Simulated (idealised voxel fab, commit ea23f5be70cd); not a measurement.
The process module that follows is named voxel capacitor over wiring.
Section shown: cut. Width: 180 nm. Cell size: 5 nm, square.
If you're reading a cross-section in this doc, picture square cells in a grid; it comes to you as bands, top ones listed first down to the bottom, and a band can be one or more rows of cells. What a band's entry tells you: where the top is and where the bottom is, as heights in nm, and after that what lies inside, material by material from left to right, each with its width in nm. Empty space is written as the word "air", and a single material marked with the word "all across" occupies the band from edge to edge. Note: height 0 marks the level under which the wafer is uniformly one material as received. Lowest band unbounded below, written "0 down". Quick explanation for "30 to 40": the width changes in equal steps down the rows of cells, from the first number in the band's top row to the second number in its bottom row. "remains unaltered" -> step changed no cross-section cell. "Sealed internal voids" means: voids of 8 cells or more that are shut off from the top with no open way through. Written width x height at distance, distance from the left edge, in nm. Heads up: the bit after the settings on a step's line is the simulator's remark on that step. On any step carrying a mask, the "overlay nm" setting, if present on the step's line, tells how far right of its planned place the mask lay; negative values point to the left.
List of planned process steps
| 1 | RECEIVE,material Si |
| 2 | CONFORMAL_DEP,material SiO2,thk nm 15 |
| 3 | DIRECTIONAL_DEP,material TiN,thk nm 5 |
| 4 | DIRECTIONAL_DEP,material Ru,thk nm 20 |
| 5 | PATTERN,tone cover,mask id METAL_1,material resist,width nm 25,pitch nm 95,thk nm 20,overlay nm 0 |
| 6 | DIRECTIONAL_ETCH,etch materials Ru,depth nm 20 |
| 7 | DIRECTIONAL_ETCH,etch materials TiN,depth nm 5 |
| 8 | STRIP,etch materials resist |
| 9 | CONFORMAL_DEP,material SiCN,thk nm 5 |
| 10 | FILL_DEP,material lowk,thk nm 5 |
| 11 | CMP,height nm 40 |
| 12 | CONFORMAL_DEP,material SiCN,thk nm 5 |
| 13 | DIRECTIONAL_DEP,material SiO2,thk nm 10 |
| 14 | DIRECTIONAL_DEP,material aC,thk nm 15 |
| 15 | PATTERN,tone open,mask id PLUG_1,material resist,width nm 15,thk nm 35,overlay nm 0 |
| 16 | DIRECTIONAL_ETCH,etch materials aC,depth nm 15 |
| 17 | STRIP,etch materials resist |
| 18 | DIRECTIONAL_ETCH,etch materials SiO2,depth nm 10 |
| 19 | DIRECTIONAL_ETCH,etch materials SiCN,depth nm 5 |
| 20 | STRIP,etch materials aC |
| 21 | EPI,material Ru,thk nm 10 |
| 22 | EPI,material Ru,thk nm 5 |
| 23 | DIRECTIONAL_DEP,material TiN,thk nm 5 |
| 24 | DIRECTIONAL_DEP,material HfO2,thk nm 5 |
| 25 | DIRECTIONAL_DEP,material TiN,thk nm 5 |
| 26 | DIRECTIONAL_DEP,material aC,thk nm 15 |
| 27 | PATTERN,tone cover,mask id UPPER_PLATE,material resist,width nm 75,thk nm 30,overlay nm 0 |
| 28 | DIRECTIONAL_ETCH,etch materials aC,depth nm 15 |
| 29 | STRIP,etch materials resist |
| 30 | DIRECTIONAL_ETCH,etch materials TiN,depth nm 5 |
| 31 | DIRECTIONAL_ETCH,etch materials HfO2,depth nm 5 |
| 32 | STRIP,etch materials aC |
| 33 | DIRECTIONAL_DEP,material aC,thk nm 15 |
| 34 | PATTERN,tone cover,mask id LOWER_PLATE,material resist,width nm 85,thk nm 35,overlay nm 0 |
| 35 | DIRECTIONAL_ETCH,etch materials aC,depth nm 15 |
| 36 | STRIP,etch materials resist |
| 37 | DIRECTIONAL_ETCH,etch materials TiN,depth nm 5 |
| 38 | STRIP,etch materials aC |
| 39 | FILL_DEP,material SiO2,thk nm 15 |
| 40 | CMP,height nm 80 |
| 41 | DIRECTIONAL_DEP,material aC,thk nm 10 |
| 42 | PATTERN,tone open,mask id PLUG_2,material resist,width nm 15,thk nm 30,overlay nm 0 |
| 43 | DIRECTIONAL_ETCH,etch materials aC,depth nm 10 |
| 44 | STRIP,etch materials resist |
| 45 | DIRECTIONAL_ETCH,etch materials SiO2,depth nm 10 |
| 46 | STRIP,etch materials aC |
| 47 | CONFORMAL_DEP,material TiN,thk nm 5 |
| 48 | FILL_DEP,material W,thk nm 10 |
| 49 | CMP,height nm 80 |
| 50 | CONFORMAL_DEP,material SiCN,thk nm 5 |
Received-state cross-section, reflecting completion of step 1
    0 down = Si all across
    Sealed internal voids: none
The first of the two wafers as seen in cross-section once the module was finished; processing followed the plan
    85 to 80 = SiCN all across
    80 to 75 = 50 nm SiO2, 5 nm TiN, 5 nm W, 5 nm TiN, 115 nm SiO2
    75 to 65 = 50 to 40 nm SiO2, 15 to 75 nm TiN, 115 to 65 nm SiO2
    65 to 60 = 40 nm SiO2, 75 nm HfO2, 65 nm SiO2
    60 to 55 = 35 nm SiO2, 85 nm TiN, 60 nm SiO2
    55 to 45 = 40 nm SiO2, 15 nm Ru, 125 nm SiO2
    45 to 40 = 40 nm SiCN, 15 nm Ru, 125 nm SiCN
    40 to 20 = 25 nm lowk, 5 nm SiCN, 25 nm Ru, 5 nm SiCN, 60 nm lowk, 5 nm SiCN, 25 nm Ru, 5 nm SiCN, 25 nm lowk
    20 to 15 = 30 nm SiCN, 25 nm TiN, 70 nm SiCN, 25 nm TiN, 30 nm SiCN
    15 to 0 = SiO2 all across
    0 down = Si all across
    Sealed internal voids: none
Second wafer at the end: like start, like plan, one mistake
    85 to 80 = SiCN all across
    80 to 75 = 50 nm SiO2, 5 nm TiN, 5 nm W, 5 nm TiN, 115 nm SiO2
    75 to 65 = 50 to 45 nm SiO2, 15 to 75 nm TiN, 115 to 60 nm SiO2
    65 to 60 = 45 nm SiO2, 75 nm HfO2, 60 nm SiO2
    60 to 55 = 35 nm SiO2, 85 nm TiN, 60 nm SiO2
    55 to 45 = 40 nm SiO2, 15 nm Ru, 125 nm SiO2
    45 to 40 = 40 nm SiCN, 15 nm Ru, 125 nm SiCN
    40 to 20 = 25 nm lowk, 5 nm SiCN, 25 nm Ru, 5 nm SiCN, 60 nm lowk, 5 nm SiCN, 25 nm Ru, 5 nm SiCN, 25 nm lowk
    20 to 15 = 30 nm SiCN, 25 nm TiN, 70 nm SiCN, 25 nm TiN, 30 nm SiCN
    15 to 0 = SiO2 all across
    0 down = Si all across
    Sealed internal voids: none
Here's what went sideways: step 27 did not happen as planned, as run it was PATTERN,tone cover,mask id UPPER_PLATE,material resist,width nm 75,thk nm 30,overlay nm 5
At the end, the second wafer has the same number of cells of each material as the first, but those cells sit in other places.
